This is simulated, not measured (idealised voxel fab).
You're looking at the process module voxel wiring stack.
Cross-section cut: width 190 nm, square cells of 5 nm.
Heads up, the way a cross-section reads in here is a grid of square cells, handed over as bands from the top down, with every band being one or more rows of cells. Read a band's entry like this: the first values are the height of its top and the height of its bottom in nm, and what follows is the sequence of materials from left to right, each with its width in nm. Note that "empty" is empty space, and that a single material marked "everywhere" reaches across the band from edge to edge. We count height from 0. Below that, the starting wafer is all one material. The lowest band never ends at the bottom but goes on down; see "0 nm and below" for how that is written. The width entry "30 to 40" should be interpreted row by row: the top row of cells in the band takes the first number, the bottom row takes the second number, and the change between adjacent rows is uniform throughout. Any step labelled "no modification" changed none of the cells in the cross-section. Enclosed voids (no open way to top), threshold 8 cells or more, entry "Tabulated closed voids", notation width x height at distance, distance from left edge, nm. Read whatever lies past the settings on a step's line as the simulator's own remark about the step. Among the settings permitted on a step's line is "overlay nm"; applied to a step with a mask, it specifies the extent to which the mask lay to the right of its planned position, whereas a negative figure signifies a position to the left.

The following list gives the planned process steps
1,RECEIVE | material Si
2,CONFORMAL_DEP | material SiO2 | thk nm 10
3,CONFORMAL_DEP | material SiCN | thk nm 5
4,DIRECTIONAL_DEP | material SiO2 | thk nm 25
5,MASKED_ETCH | tone open | mask id METAL_1 | width nm 30 | pitch nm 55 | etch materials SiO2 | depth nm 25 | overlay nm 0
6,MASKED_ETCH | tone open | mask id METAL_1 | width nm 30 | pitch nm 55 | etch materials SiCN | depth nm 5 | overlay nm 0
7,CONFORMAL_DEP | material TiN | thk nm 5
8,FILL_DEP | material Cu | thk nm 10
9,CMP | height nm 40
10,EPI | material Ru | thk nm 5
11,FILL_DEP | material SiCN | thk nm 5
12,DIRECTIONAL_DEP | material lowk | thk nm 10
13,MASKED_ETCH | tone open | mask id PLUG_1 | width nm 15 | pitch nm 55 | etch materials lowk | depth nm 10 | overlay nm 0
14,MASKED_ETCH | tone open | mask id PLUG_1 | width nm 15 | pitch nm 55 | etch materials SiCN | depth nm 5 | overlay nm 0
15,EPI | material Ru | thk nm 10
16,EPI | material Ru | thk nm 5
17,DIRECTIONAL_DEP | material TiN | thk nm 5
18,DIRECTIONAL_DEP | material W | thk nm 25
19,PATTERN | tone cover | mask id METAL_2 | material resist | width nm 30 | pitch nm 55 | thk nm 20 | overlay nm 0
20,DIRECTIONAL_ETCH | etch materials W | depth nm 25
21,DIRECTIONAL_ETCH | etch materials TiN | depth nm 5
22,STRIP | etch materials resist
23,CONFORMAL_DEP | material SiCN | thk nm 5
24,FILL_DEP | material lowk | thk nm 5
25,CMP | height nm 90
26,CONFORMAL_DEP | material SiCN | thk nm 5
27,DIRECTIONAL_DEP | material lowk | thk nm 15
28,DIRECTIONAL_DEP | material aC | thk nm 15
29,PATTERN | tone open | mask id PLUG_2 | material resist | width nm 15 | thk nm 30 | overlay nm 0
30,DIRECTIONAL_ETCH | etch materials aC | depth nm 15
31,STRIP | etch materials resist
32,DIRECTIONAL_ETCH | etch materials lowk | depth nm 15
33,DIRECTIONAL_ETCH | etch materials SiCN | depth nm 5
34,STRIP | etch materials aC
35,EPI | material Ru | thk nm 10
36,EPI | material Ru | thk nm 10
37,DIRECTIONAL_DEP | material TiN | thk nm 5
38,DIRECTIONAL_DEP | material Ru | thk nm 15
39,DIRECTIONAL_DEP | material aC | thk nm 15
40,PATTERN | tone cover | mask id METAL_3 | material resist | width nm 30 | pitch nm 55 | thk nm 30 | overlay nm 0
41,DIRECTIONAL_ETCH | etch materials aC | depth nm 15
42,STRIP | etch materials resist
43,DIRECTIONAL_ETCH | etch materials Ru | depth nm 15
44,DIRECTIONAL_ETCH | etch materials TiN | depth nm 5
45,STRIP | etch materials aC
46,CONFORMAL_DEP | material SiN | thk nm 5
47,FILL_DEP | material SiO2 | thk nm 10
48,CMP | height nm 130
49,CONFORMAL_DEP | material SiN | thk nm 5

Step 1 complete: cross-section of the wafer as received
> 0 nm and below | Si everywhere
> Tabulated closed voids: none

First wafer of two, sectioned at end of module; run went per plan
> 135 nm to 130 nm | SiN everywhere
> 130 nm to 115 nm | 45 SiO2, 5 SiN, 30 Ru, 5 SiN, 15 SiO2, 5 SiN, 30 Ru, 5 SiN, 50 SiO2
> 115 nm to 110 nm | 50 SiN, 30 TiN, 25 SiN, 30 TiN, 55 SiN
> 110 nm to 95 nm | 50 lowk, 15 Ru, 125 lowk
> 95 nm to 90 nm | 50 SiCN, 15 Ru, 125 SiCN
> 90 nm to 65 nm | 45 lowk, 5 SiCN, 30 W, 5 SiCN, 15 lowk, 5 SiCN, 30 W, 5 SiCN, 50 lowk
> 65 nm to 60 nm | 50 SiCN, 30 TiN, 25 SiCN, 30 TiN, 55 SiCN
> 60 nm to 50 nm | 50 lowk, 15 Ru, 40 lowk, 15 Ru, 70 lowk
> 50 nm to 40 nm | 50 to 45 SiCN, 15 to 40 Ru, 40 to 15 SiCN, 15 to 40 Ru, 70 to 50 SiCN
> 40 nm to 15 nm | 50 SiO2, 5 TiN, 20 Cu, 5 TiN, 25 SiO2, 5 TiN, 20 Cu, 5 TiN, 55 SiO2
> 15 nm to 10 nm | 50 SiCN, 30 TiN, 25 SiCN, 30 TiN, 55 SiCN
> 10 nm to 0 nm | SiO2 everywhere
> 0 nm and below | Si everywhere
> Tabulated closed voids: none

Second wafer of the two, sectioned at the end of the module. It began like the first and followed the same plan, but one mistake was made while running it
> 135 nm to 130 nm | SiN everywhere
> 130 nm to 115 nm | 45 SiO2, 5 SiN, 30 Ru, 5 SiN, 15 SiO2, 5 SiN, 30 Ru, 5 SiN, 50 SiO2
> 115 nm to 110 nm | 50 SiN, 30 TiN, 25 SiN, 30 TiN, 55 SiN
> 110 nm to 95 nm | 50 lowk, 15 Ru, 125 lowk
> 95 nm to 90 nm | 50 SiCN, 15 Ru, 125 SiCN
> 90 nm to 75 nm | 45 lowk, 5 SiCN, 30 W, 5 SiCN, 15 lowk, 5 SiCN, 30 W, 5 SiCN, 50 lowk
> 75 nm to 70 nm | 35 lowk, 15 SiCN, 25 TiN, 5 W, 5 SiCN, 5 lowk, 15 SiCN, 25 TiN, 5 W, 5 SiCN, 50 lowk
> 70 nm to 65 nm | 35 lowk, 5 SiCN, 35 Ru, 5 W, 5 SiCN, 5 lowk, 5 SiCN, 35 Ru, 5 W, 5 SiCN, 50 lowk
> 65 nm to 60 nm | 40 SiCN, 35 Ru, 5 TiN, 15 SiCN, 35 Ru, 5 TiN, 55 SiCN
> 60 nm to 50 nm | 50 lowk, 15 Ru, 40 lowk, 15 Ru, 70 lowk
> 50 nm to 40 nm | 50 to 45 SiCN, 15 to 40 Ru, 40 to 15 SiCN, 15 to 40 Ru, 70 to 50 SiCN
> 40 nm to 15 nm | 50 SiO2, 5 TiN, 20 Cu, 5 TiN, 25 SiO2, 5 TiN, 20 Cu, 5 TiN, 55 SiO2
> 15 nm to 10 nm | 50 SiCN, 30 TiN, 25 SiCN, 30 TiN, 55 SiCN
> 10 nm to 0 nm | SiO2 everywhere
> 0 nm and below | Si everywhere
> Tabulated closed voids: none
Plan not followed: it should be noted that step 15 of the plan was executed twice
Final difference in cells, second wafer against first, listed per material as more or fewer: Ru: 28 more; W: 20 fewer; lowk: 8 fewer
